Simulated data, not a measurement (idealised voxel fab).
Process module name: voxel transistor to metal
For reference, the cross-section in this document is cut, with width 235 nm and square cells of 5 nm.
For the purposes of this document, a cross-section shall be understood as a grid of square cells, specified as bands listed in top-to-bottom order, each band consisting of one or more rows of cells. Top, bottom (nm), then materials left to right with widths (nm); lone material tagged "edge to edge" fills the whole band edge to edge; "air" = empty space. Convention: height 0 is the level below which the wafer, as received, is all one material. The lowest band does not terminate at the bottom but continues downward, represented as "0 -> down". A width given as "30..40" starts at the first number in the band's top row and ends at the second number in its bottom row, shifting by an equal amount at every step from row to row. The cross-section has no changed cell in any step marked "no modifications". The list in "Voids, sealed" covers empty spaces of 8 cells or more that cannot reach the top through any open way, and it gives each as width x height at distance; the distance is from the left edge, and width, height and distance are in nm. On a step's line, text after the settings is the simulator commenting on that step. overlay nm: where the mask lay relative to plan, measured to the right, on steps with a mask; negatives go left.
## The process steps that were planned are listed below
1 RECEIVE (material Si)
2 OXIDIZE (depth nm 5)
3 CONFORMAL_DEP (material SiN; thk nm 15)
4 DIRECTIONAL_DEP (material aC; thk nm 15)
5 PATTERN (tone cover; mask id ACTIVE; material resist; width nm 85; pitch nm 105; thk nm 35; overlay nm 0)
6 DIRECTIONAL_ETCH (etch materials aC; depth nm 15)
7 STRIP (etch materials resist)
8 DIRECTIONAL_ETCH (etch materials SiN; depth nm 15)
9 DIRECTIONAL_ETCH (etch materials SiO2; depth nm 5)
10 DIRECTIONAL_ETCH (etch materials Si; depth nm 30)
11 STRIP (etch materials aC)
12 OXIDIZE (depth nm 5)
13 FILL_DEP (material SiO2; thk nm 15)
14 CMP (height nm 15)
15 SELECTIVE_ETCH (etch materials SiO2; depth nm 10)
16 STRIP (etch materials SiN)
17 SELECTIVE_ETCH (etch materials SiO2; depth nm 5)
18 OXIDIZE (depth nm 5)
19 DIRECTIONAL_DEP (material polySi; thk nm 20)
20 DIRECTIONAL_DEP (material SiCN; thk nm 15)
21 DIRECTIONAL_DEP (material aC; thk nm 10)
22 PATTERN (tone cover; mask id GATE; material resist; width nm 15; pitch nm 105; thk nm 30; overlay nm 0)
23 DIRECTIONAL_ETCH (etch materials aC; depth nm 10)
24 STRIP (etch materials resist)
25 DIRECTIONAL_ETCH (etch materials SiCN; depth nm 25)
26 DIRECTIONAL_ETCH (etch materials polySi; depth nm 30)
27 STRIP (etch materials aC)
28 CONFORMAL_DEP (material SiO2; thk nm 5)
29 DIRECTIONAL_ETCH (etch materials SiO2; depth nm 5)
30 CONFORMAL_DEP (material SiN; thk nm 5)
31 DIRECTIONAL_ETCH (etch materials SiN; depth nm 5)
32 DIRECTIONAL_ETCH (etch materials SiO2; depth nm 5)
33 DIRECTIONAL_ETCH (etch materials Si; depth nm 5)
34 EPI (material SiGe; thk nm 5)
35 FILL_DEP (material SiO2; thk nm 5)
36 CMP (height nm 30)
37 DIRECTIONAL_DEP (material SiO2; thk nm 10)
38 PATTERN (tone open; mask id CONTACT; material resist; width nm 15; thk nm 15; overlay nm 0)
39 DIRECTIONAL_ETCH (etch materials SiO2; depth nm 50)
40 STRIP (etch materials resist)
41 CONFORMAL_DEP (material TiN; thk nm 5)
42 FILL_DEP (material W; thk nm 10)
43 CMP (height nm 40)
44 DIRECTIONAL_DEP (material TiN; thk nm 5)
45 DIRECTIONAL_DEP (material W; thk nm 25)
46 MASKED_ETCH (tone cover; mask id METAL_1; width nm 15; etch materials W; depth nm 25; overlay nm 0)
47 MASKED_ETCH (tone cover; mask id METAL_1; width nm 15; etch materials TiN; depth nm 5; overlay nm 0)
48 FILL_DEP (material SiO2; thk nm 10)
49 CMP (height nm 70)
50 CONFORMAL_DEP (material SiCN; thk nm 5)
51 DIRECTIONAL_DEP (material SiO2; thk nm 30)
52 PATTERN (tone open; mask id METAL_2; material resist; width nm 15; pitch nm 105; thk nm 15; overlay nm 0)
53 DIRECTIONAL_ETCH (etch materials SiO2; depth nm 15)
54 STRIP (etch materials resist)
55 PATTERN (tone open; mask id METAL_2_HOLES; material resist; width nm 15; pitch nm 105; thk nm 20; overlay nm 0)
56 DIRECTIONAL_ETCH (etch materials SiO2; depth nm 15)
57 DIRECTIONAL_ETCH (etch materials SiCN; depth nm 5)
58 STRIP (etch materials resist)
59 CONFORMAL_DEP (material TiN; thk nm 5)
60 FILL_DEP (material Ru; thk nm 5)
61 CMP (height nm 105)
62 CONFORMAL_DEP (material SiCN; thk nm 5)
## Incoming wafer, cross-sectional view, post step 1
    0 -> down | Si edge to edge
    Voids, sealed: none
## Cross-section, first of two wafers, end of module, run as planned
    110 -> 105 | SiCN edge to edge
    105 -> 75 | 25 of SiO2 | 5 of TiN | 5 of Ru | 5 of TiN | 90 of SiO2 | 5 of TiN | 5 of Ru | 5 of TiN | 90 of SiO2
    75 -> 70 | 25 of SiCN | 15 of TiN | 90 of SiCN | 15 of TiN | 90 of SiCN
    70 -> 45 | 25 of SiO2 | 15 of W | 45 of SiO2 | 15 of W | 30 of SiO2 | 15 of W | 45 of SiO2 | 15 of W | 30 of SiO2
    45 -> 40 | 25 of SiO2 | 15 of TiN | 45 of SiO2 | 15 of TiN | 30 of SiO2 | 15 of TiN | 45 of SiO2 | 15 of TiN | 30 of SiO2
    40 -> 30 | 25 of SiO2 | 5 of TiN | 5 of W | 5 of TiN | 45 of SiO2 | 5 of TiN | 5 of W | 5 of TiN | 30 of SiO2 | 5 of TiN | 5 of W | 5 of TiN | 45 of SiO2 | 5 of TiN | 5 of W | 5 of TiN | 30 of SiO2
    30 -> 15 | 25 of SiO2 | 5 of TiN | 5 of W | 5 of TiN | 5 of SiO2 | 5 of SiN | 5 of SiO2 | 15 of SiCN | 5 of SiO2 | 5 of SiN | 5 of SiO2 | 5 of TiN | 5 of W | 5 of TiN | 30 of SiO2 | 5 of TiN | 5 of W | 5 of TiN | 5 of SiO2 | 5 of SiN | 5 of SiO2 | 15 of SiCN | 5 of SiO2 | 5 of SiN | 5 of SiO2 | 5 of TiN | 5 of W | 5 of TiN | 30 of SiO2
    15 -> 0 | 25 of SiO2 | 5 of TiN | 5 of W | 5 of TiN | 5 of SiO2 | 5 of SiN | 5 of SiO2 | 15 of polySi | 5 of SiO2 | 5 of SiN | 5 of SiO2 | 5 of TiN | 5 of W | 5 of TiN | 30 of SiO2 | 5 of TiN | 5 of W | 5 of TiN | 5 of SiO2 | 5 of SiN | 5 of SiO2 | 15 of polySi | 5 of SiO2 | 5 of SiN | 5 of SiO2 | 5 of TiN | 5 of W | 5 of TiN | 30 of SiO2
    0 -> -5 | 20 of SiO2 | 5 of SiN | 5 of TiN | 5 of W | 5 of TiN | 5 of SiO2 | 5 of SiN | 5 of SiO2 | 15 of polySi | 5 of SiO2 | 5 of SiN | 5 of SiO2 | 5 of TiN | 5 of W | 5 of TiN | 5 of SiN | 20 of SiO2 | 5 of SiN | 5 of TiN | 5 of W | 5 of TiN | 5 of SiO2 | 5 of SiN | 5 of SiO2 | 15 of polySi | 5 of SiO2 | 5 of SiN | 5 of SiO2 | 5 of TiN | 5 of W | 5 of TiN | 5 of SiN | 25 of SiO2
    -5 -> -10 | 25 of SiO2 | 15 of TiN | 5 of SiGe | 35 of SiO2 | 5 of SiGe | 15 of TiN | 30 of SiO2 | 15 of TiN | 5 of SiGe | 35 of SiO2 | 5 of SiGe | 15 of TiN | 30 of SiO2
    -10 -> -15 | 25 of SiO2 | 20 of SiGe | 35 of Si | 20 of SiGe | 30 of SiO2 | 20 of SiGe | 35 of Si | 20 of SiGe | 30 of SiO2
    -15 -> -40 | 25 of SiO2 | 75 of Si | 30 of SiO2 | 75 of Si | 30 of SiO2
    -40 -> down | Si edge to edge
    Voids, sealed: none
## Second of two wafers, module complete, sectioned: it shares the first wafer's start and plan but was run with one mistake
    110 -> 105 | SiCN edge to edge
    105 -> 75 | 25 of SiO2 | 5 of TiN | 5 of Ru | 5 of TiN | 90 of SiO2 | 5 of TiN | 5 of Ru | 5 of TiN | 90 of SiO2
    75 -> 70 | 25 of SiCN | 15 of TiN | 90 of SiCN | 15 of TiN | 90 of SiCN
    70 -> 45 | 20 of SiO2 | 15 of W | 45 of SiO2 | 15 of W | 30 of SiO2 | 15 of W | 45 of SiO2 | 15 of W | 35 of SiO2
    45 -> 40 | 20 of SiO2 | 20 of TiN | 40 of SiO2 | 20 of TiN | 25 of SiO2 | 20 of TiN | 40 of SiO2 | 20 of TiN | 30 of SiO2
    40 -> 30 | 25 of SiO2 | 5 of TiN | 5 of W | 5 of TiN | 45 of SiO2 | 5 of TiN | 5 of W | 5 of TiN | 30 of SiO2 | 5 of TiN | 5 of W | 5 of TiN | 45 of SiO2 | 5 of TiN | 5 of W | 5 of TiN | 30 of SiO2
    30 -> 15 | 25 of SiO2 | 5 of TiN | 5 of W | 5 of TiN | 5 of SiO2 | 5 of SiN | 5 of SiO2 | 15 of SiCN | 5 of SiO2 | 5 of SiN | 5 of SiO2 | 5 of TiN | 5 of W | 5 of TiN | 30 of SiO2 | 5 of TiN | 5 of W | 5 of TiN | 5 of SiO2 | 5 of SiN | 5 of SiO2 | 15 of SiCN | 5 of SiO2 | 5 of SiN | 5 of SiO2 | 5 of TiN | 5 of W | 5 of TiN | 30 of SiO2
    15 -> 0 | 25 of SiO2 | 5 of TiN | 5 of W | 5 of TiN | 5 of SiO2 | 5 of SiN | 5 of SiO2 | 15 of polySi | 5 of SiO2 | 5 of SiN | 5 of SiO2 | 5 of TiN | 5 of W | 5 of TiN | 30 of SiO2 | 5 of TiN | 5 of W | 5 of TiN | 5 of SiO2 | 5 of SiN | 5 of SiO2 | 15 of polySi | 5 of SiO2 | 5 of SiN | 5 of SiO2 | 5 of TiN | 5 of W | 5 of TiN | 30 of SiO2
    0 -> -5 | 20 of SiO2 | 5 of SiN | 5 of TiN | 5 of W | 5 of TiN | 5 of SiO2 | 5 of SiN | 5 of SiO2 | 15 of polySi | 5 of SiO2 | 5 of SiN | 5 of SiO2 | 5 of TiN | 5 of W | 5 of TiN | 5 of SiN | 20 of SiO2 | 5 of SiN | 5 of TiN | 5 of W | 5 of TiN | 5 of SiO2 | 5 of SiN | 5 of SiO2 | 15 of polySi | 5 of SiO2 | 5 of SiN | 5 of SiO2 | 5 of TiN | 5 of W | 5 of TiN | 5 of SiN | 25 of SiO2
    -5 -> -10 | 25 of SiO2 | 15 of TiN | 5 of SiGe | 35 of SiO2 | 5 of SiGe | 15 of TiN | 30 of SiO2 | 15 of TiN | 5 of SiGe | 35 of SiO2 | 5 of SiGe | 15 of TiN | 30 of SiO2
    -10 -> -15 | 25 of SiO2 | 20 of SiGe | 35 of Si | 20 of SiGe | 30 of SiO2 | 20 of SiGe | 35 of Si | 20 of SiGe | 30 of SiO2
    -15 -> -40 | 25 of SiO2 | 75 of Si | 30 of SiO2 | 75 of Si | 30 of SiO2
    -40 -> down | Si edge to edge
    Voids, sealed: none
Processing error: heads up, step 46 didn't go per plan, it actually ran as MASKED_ETCH (tone cover; mask id METAL_1; width nm 15; etch materials W; depth nm 25; overlay nm -5)
Upon completion, the second wafer contains, in terms of cells, a greater or smaller amount of certain materials than the first wafer: SiO2: 4 fewer | TiN: 4 more
